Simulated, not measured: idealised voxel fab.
process module | voxel transistor to metal
cross-section cut | 200 nm wide | cells 5 nm
A cross-section is a grid of square cells, given in bands from the top down. A band is one or more rows of cells.
Each band's line starts with the height of the band's top and of its bottom, in nm. Then come its materials from left to right, each with its width in nm. One material with "throughout" fills the band from edge to edge. "air" is empty space.
Height 0 is the level under which the wafer as received is all one material. The lowest band goes on downwards, as in "0 down".
A width such as "30 to 40" changes by the same amount from each row of cells to the next, from the band's top row to its bottom row.
"no change" after a step means that no cell of the cross-section changed.
closed voids: empty space of 8 cells or more with no open way to the top, each as width x height at its distance from the left edge, in nm
after a step's settings: what the simulator itself notes on the step
overlay nm, on a step with a mask: how far to the right of its planned place the mask lay; to the left if negative
plan
1 op RECEIVE | material Si
2 op OXIDIZE | depth nm 5
3 op CONFORMAL_DEP | material SiN | thk nm 10
4 op DIRECTIONAL_DEP | material aC | thk nm 10
5 op PATTERN | tone cover | mask id ACTIVE | material resist | width nm 115 | thk nm 30 | overlay nm 0
6 op DIRECTIONAL_ETCH | etch materials aC | depth nm 10
7 op STRIP | etch materials resist
8 op DIRECTIONAL_ETCH | etch materials SiN | depth nm 10
9 op DIRECTIONAL_ETCH | etch materials SiO2 | depth nm 5
10 op DIRECTIONAL_ETCH | etch materials Si | depth nm 20
11 op STRIP | etch materials aC
12 op OXIDIZE | depth nm 5
13 op FILL_DEP | material SiO2 | thk nm 5
14 op CMP | height nm 10
15 op SELECTIVE_ETCH | etch materials SiO2 | depth nm 5
16 op STRIP | etch materials SiN
17 op SELECTIVE_ETCH | etch materials SiO2 | depth nm 5
18 op OXIDIZE | depth nm 5
19 op DIRECTIONAL_DEP | material polySi | thk nm 25
20 op DIRECTIONAL_DEP | material SiCN | thk nm 15
21 op PATTERN | tone cover | mask id GATE | material resist | width nm 35 | thk nm 15 | overlay nm 0
22 op DIRECTIONAL_ETCH | etch materials SiCN | depth nm 25
23 op DIRECTIONAL_ETCH | etch materials polySi | depth nm 35
24 op STRIP | etch materials resist
25 op CONFORMAL_DEP | material SiN | thk nm 5
26 op DIRECTIONAL_ETCH | etch materials SiN | depth nm 5
27 op DIRECTIONAL_ETCH | etch materials SiO2 | depth nm 5
28 op DIRECTIONAL_ETCH | etch materials Si | depth nm 10
29 op EPI | material pSi | thk nm 15
30 op FILL_DEP | material SiO2 | thk nm 10
31 op CMP | height nm 20
32 op STRIP | etch materials polySi
33 op SELECTIVE_ETCH | etch materials SiO2 | depth nm 5
34 op CONFORMAL_DEP | material HfO2 | thk nm 5
35 op CONFORMAL_DEP | material TiN | thk nm 5
36 op FILL_DEP | material W | thk nm 10
37 op CMP | height nm 15
38 op DIRECTIONAL_DEP | material SiO2 | thk nm 10
39 op MASKED_ETCH | tone open | mask id CONTACT | width nm 15 | pitch nm 80 | etch materials SiO2 | depth nm 30 | overlay nm 0
40 op CONFORMAL_DEP | material TiN | thk nm 5
41 op FILL_DEP | material Ru | thk nm 10
42 op CMP | height nm 25
43 op CONFORMAL_DEP | material SiN | thk nm 5
44 op DIRECTIONAL_DEP | material SiO2 | thk nm 20
45 op MASKED_ETCH | tone open | mask id METAL_1 | width nm 15 | pitch nm 80 | etch materials SiO2 | depth nm 20 | overlay nm 0
46 op MASKED_ETCH | tone open | mask id METAL_1 | width nm 15 | pitch nm 80 | etch materials SiN | depth nm 5 | overlay nm 0
47 op CONFORMAL_DEP | material TiN | thk nm 5
48 op FILL_DEP | material Cu | thk nm 5
49 op CMP | height nm 50
50 op EPI | material Ru | thk nm 5
51 op FILL_DEP | material SiCN | thk nm 5
as received, after step 1
  0 down: Si throughout
  closed voids: none
a wafer at the end: this start, this plan, one mistake
  60 to 55: SiCN throughout
  55 to 50: SiCN 45 | Ru 25 | SiCN 55 | Ru 25 | SiCN 50
  50 to 30: SiO2 50 | TiN 5 | Cu 5 | TiN 5 | SiO2 65 | TiN 5 | Cu 5 | TiN 5 | SiO2 55
  30 to 25: SiN 50 | TiN 15 | SiN 65 | TiN 15 | SiN 55
  25 to 20: Ru 45 | TiN 5 | SiO2 15 | TiN 5 | Ru 55 | TiN 5 | SiO2 15 | TiN 5 | Ru 50
  20 to 15: Ru 45 | TiN 5 | SiO2 15 | TiN 65 | SiO2 15 | TiN 5 | Ru 50
  15 to 5: Ru 45 | TiN 5 | SiO2 15 | TiN 10 | SiN 5 | HfO2 5 | TiN 5 | W 15 | TiN 5 | HfO2 5 | SiN 5 | TiN 10 | SiO2 15 | TiN 5 | Ru 50
  5 to 0: Ru 30 | TiN 20 | SiO2 10 | pSi 15 | SiN 5 | HfO2 5 | TiN 5 | W 15 | TiN 5 | HfO2 5 | SiN 5 | pSi 15 | SiO2 10 | TiN 20 | Ru 35
  0 to -5: TiN 35 | SiN 5 | TiN 10 | SiO2 10 | pSi 15 | SiN 5 | HfO2 5 | TiN 25 | HfO2 5 | SiN 5 | pSi 15 | SiO2 10 | TiN 10 | SiN 5 | TiN 40
  -5 to -10: SiO2 40 | pSi 35 | HfO2 45 | pSi 35 | SiO2 45
  -10 to -20: SiO2 45 | pSi 30 | Si 45 | pSi 30 | SiO2 50
  -20 to -30: SiO2 45 | Si 105 | SiO2 50
  -30 down: Si throughout
  closed voids: none
what went wrong: step 39 ran as: op MASKED_ETCH | tone cover | mask id CONTACT | width nm 15 | pitch nm 80 | etch materials SiO2 | depth nm 30 | overlay nm 0
